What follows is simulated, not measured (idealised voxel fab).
voxel trench capacitor: a process module
Cross-section cut: width 220 nm, square cells of 5 nm.
Square cells in a grid make up a cross-section in this document, and the grid is given as bands, listed from the top down, each one or more rows of cells. Band: top and bottom heights (nm) first, top before bottom; then materials from left to right, widths in nm. "all across" marks a sole material filling the band edge to edge. "air" denotes empty space. Height reference: 0 = level under which incoming wafer is all one material. Lowest band: no bottom, runs on downward, e.g. "0 -> down". It should be noted that a width expressed as "30->40" varies in equal increments from row to row of cells within the band, taking the value of the first number at the top row and that of the second number at the bottom row. The cross-section has no changed cell in any step marked "no change occurred". The label "Entrapped voids" introduces a list of the empty spaces, 8 cells or larger, that have no open way up to the top; each entry in it reads width x height at distance, where the distance is taken from the left edge and all three are stated in nm. Read whatever lies past the settings on a step's line as the simulator's own remark about the step. overlay nm: on a step with a mask, how far right of its planned place the mask lay; negative means left.
## The steps planned for the process are as follows
| 1 | RECEIVE [material Si] |
| 2 | CONFORMAL_DEP [material SiN] [thk nm 5] |
| 3 | DIRECTIONAL_DEP [material aC] [thk nm 10] |
| 4 | PATTERN [tone open] [mask id TRENCH] [material resist] [width nm 15] [pitch nm 40] [thk nm 30] [overlay nm 0] |
| 5 | DIRECTIONAL_ETCH [etch materials aC] [depth nm 10] |
| 6 | STRIP [etch materials resist] |
| 7 | DIRECTIONAL_ETCH [etch materials SiN] [depth nm 5] |
| 8 | DIRECTIONAL_ETCH [etch materials Si] [depth nm 25] |
| 9 | STRIP [etch materials aC] |
| 10 | CONFORMAL_DEP [material SiO2] [thk nm 5] |
| 11 | FILL_DEP [material polySi] [thk nm 5] |
| 12 | CMP [height nm 5] |
## What follows covers the first of two wafers; it ran as planned
## Incoming wafer, cross-sectional view, post step 1
- 0 -> down  Si all across
- Entrapped voids: none
## After step 2, in cross-section
- 5 -> 0  SiN all across
- Nothing below the height 0 has changed.
## After step 3, in cross-section
- 15 -> 5  aC all across
- Nothing below the height 5 has changed.
## After step 4, in cross-section
- 45 -> 15  resist 60 nm | air 15 nm | resist 25 nm | air 15 nm | resist 25 nm | air 15 nm | resist 65 nm
- Nothing below the height 15 has changed.
## After step 5, in cross-section
- 35 -> 15  resist 60 nm | air 15 nm | resist 25 nm | air 15 nm | resist 25 nm | air 15 nm | resist 65 nm
- 15 -> 5  aC 60 nm | air 15 nm | aC 25 nm | air 15 nm | aC 25 nm | air 15 nm | aC 65 nm
- Nothing below the height 5 has changed.
## After step 6, in cross-section
- 15 -> 5  aC 60 nm | air 15 nm | aC 25 nm | air 15 nm | aC 25 nm | air 15 nm | aC 65 nm
- Nothing below the height 5 has changed.
## After step 7, in cross-section
- 15 -> 5  aC 60 nm | air 15 nm | aC 25 nm | air 15 nm | aC 25 nm | air 15 nm | aC 65 nm
- 5 -> 0  SiN 60 nm | air 15 nm | SiN 25 nm | air 15 nm | SiN 25 nm | air 15 nm | SiN 65 nm
- Nothing below the height 0 has changed.
## After step 8, in cross-section
- 15 -> 5  aC 60 nm | air 15 nm | aC 25 nm | air 15 nm | aC 25 nm | air 15 nm | aC 65 nm
- 5 -> 0  SiN 60 nm | air 15 nm | SiN 25 nm | air 15 nm | SiN 25 nm | air 15 nm | SiN 65 nm
- 0 -> -25  Si 60 nm | air 15 nm | Si 25 nm | air 15 nm | Si 25 nm | air 15 nm | Si 65 nm
- Nothing below the height -25 has changed.
## After step 9, in cross-section
- 5 -> 0  SiN 60 nm | air 15 nm | SiN 25 nm | air 15 nm | SiN 25 nm | air 15 nm | SiN 65 nm
- Nothing below the height 0 has changed.
## After step 10, in cross-section
- 10 -> 5  SiO2 65 nm | air 5 nm | SiO2 35 nm | air 5 nm | SiO2 35 nm | air 5 nm | SiO2 70 nm
- 5 -> 0  SiN 60 nm | SiO2 5 nm | air 5 nm | SiO2 5 nm | SiN 25 nm | SiO2 5 nm | air 5 nm | SiO2 5 nm | SiN 25 nm | SiO2 5 nm | air 5 nm | SiO2 5 nm | SiN 65 nm
- 0 -> -20  Si 60 nm | SiO2 5 nm | air 5 nm | SiO2 5 nm | Si 25 nm | SiO2 5 nm | air 5 nm | SiO2 5 nm | Si 25 nm | SiO2 5 nm | air 5 nm | SiO2 5 nm | Si 65 nm
- -20 -> -25  Si 60 nm | SiO2 15 nm | Si 25 nm | SiO2 15 nm | Si 25 nm | SiO2 15 nm | Si 65 nm
- Nothing below the height -25 has changed.
## After step 11, in cross-section
- 15 -> 10  polySi all across
- 10 -> 5  SiO2 65 nm | polySi 5 nm | SiO2 35 nm | polySi 5 nm | SiO2 35 nm | polySi 5 nm | SiO2 70 nm
- 5 -> 0  SiN 60 nm | SiO2 5 nm | polySi 5 nm | SiO2 5 nm | SiN 25 nm | SiO2 5 nm | polySi 5 nm | SiO2 5 nm | SiN 25 nm | SiO2 5 nm | polySi 5 nm | SiO2 5 nm | SiN 65 nm
- 0 -> -20  Si 60 nm | SiO2 5 nm | polySi 5 nm | SiO2 5 nm | Si 25 nm | SiO2 5 nm | polySi 5 nm | SiO2 5 nm | Si 25 nm | SiO2 5 nm | polySi 5 nm | SiO2 5 nm | Si 65 nm
- Nothing below the height -20 has changed.
## After step 12, in cross-section
- 5 -> 0  SiN 60 nm | SiO2 5 nm | polySi 5 nm | SiO2 5 nm | SiN 25 nm | SiO2 5 nm | polySi 5 nm | SiO2 5 nm | SiN 25 nm | SiO2 5 nm | polySi 5 nm | SiO2 5 nm | SiN 65 nm
- Nothing below the height 0 has changed.
## Second wafer, same starting conditions and recipe as the first, one mistake in executing it, nothing differs from the first up to and including step 5
## Cross-section, second wafer, at the end time the plan gives for step 6
- 35 -> 15  resist 60 nm | air 15 nm | resist 25 nm | air 15 nm | resist 25 nm | air 15 nm | resist 65 nm
- 15 -> 5  aC 60 nm | air 15 nm | aC 25 nm | air 15 nm | aC 25 nm | air 15 nm | aC 65 nm
- 5 -> 0  SiN 60 nm | air 15 nm | SiN 25 nm | air 15 nm | SiN 25 nm | air 15 nm | SiN 65 nm
- Nothing below the height 0 has changed.
## Cross-section, second wafer, at the end time the plan gives for step 7
- 15 -> 5  aC 60 nm | air 15 nm | aC 25 nm | air 15 nm | aC 25 nm | air 15 nm | aC 65 nm
- Nothing below the height 5 has changed.
## Cross-section, second wafer, at the end time the plan gives for step 8
- 15 -> 5  aC 60 nm | air 15 nm | aC 25 nm | air 15 nm | aC 25 nm | air 15 nm | aC 65 nm
- 5 -> 0  SiN 60 nm | air 15 nm | SiN 25 nm | air 15 nm | SiN 25 nm | air 15 nm | SiN 65 nm
- 0 -> -25  Si 60 nm | air 15 nm | Si 25 nm | air 15 nm | Si 25 nm | air 15 nm | Si 65 nm
- Nothing below the height -25 has changed.
## Cross-section, second wafer, at the end time the plan gives for step 9
- 5 -> 0  SiN 60 nm | air 15 nm | SiN 25 nm | air 15 nm | SiN 25 nm | air 15 nm | SiN 65 nm
- Nothing below the height 0 has changed.
## Cross-section, second wafer, at the end time the plan gives for step 10
- 10 -> 5  SiO2 65 nm | air 5 nm | SiO2 35 nm | air 5 nm | SiO2 35 nm | air 5 nm | SiO2 70 nm
- 5 -> 0  SiN 60 nm | SiO2 5 nm | air 5 nm | SiO2 5 nm | SiN 25 nm | SiO2 5 nm | air 5 nm | SiO2 5 nm | SiN 25 nm | SiO2 5 nm | air 5 nm | SiO2 5 nm | SiN 65 nm
- 0 -> -20  Si 60 nm | SiO2 5 nm | air 5 nm | SiO2 5 nm | Si 25 nm | SiO2 5 nm | air 5 nm | SiO2 5 nm | Si 25 nm | SiO2 5 nm | air 5 nm | SiO2 5 nm | Si 65 nm
- -20 -> -25  Si 60 nm | SiO2 15 nm | Si 25 nm | SiO2 15 nm | Si 25 nm | SiO2 15 nm | Si 65 nm
- Nothing below the height -25 has changed.
## Cross-section, second wafer, at the end time the plan gives for step 11
- 15 -> 10  polySi all across
- 10 -> 5  SiO2 65 nm | polySi 5 nm | SiO2 35 nm | polySi 5 nm | SiO2 35 nm | polySi 5 nm | SiO2 70 nm
- 5 -> 0  SiN 60 nm | SiO2 5 nm | polySi 5 nm | SiO2 5 nm | SiN 25 nm | SiO2 5 nm | polySi 5 nm | SiO2 5 nm | SiN 25 nm | SiO2 5 nm | polySi 5 nm | SiO2 5 nm | SiN 65 nm
- 0 -> -20  Si 60 nm | SiO2 5 nm | polySi 5 nm | SiO2 5 nm | Si 25 nm | SiO2 5 nm | polySi 5 nm | SiO2 5 nm | Si 25 nm | SiO2 5 nm | polySi 5 nm | SiO2 5 nm | Si 65 nm
- Nothing below the height -20 has changed.
## Cross-section, second wafer, at the end time the plan gives for step 12
- 5 -> 0  SiN 60 nm | SiO2 5 nm | polySi 5 nm | SiO2 5 nm | SiN 25 nm | SiO2 5 nm | polySi 5 nm | SiO2 5 nm | SiN 25 nm | SiO2 5 nm | polySi 5 nm | SiO2 5 nm | SiN 65 nm
- Nothing below the height 0 has changed.
What was done differently from what was planned? deviation from plan: step 7 and step 6 executed in one another's positions
The two wafers come out with the same cross-section, meaning that, for this model, the mistake has no consequence in the computed result.
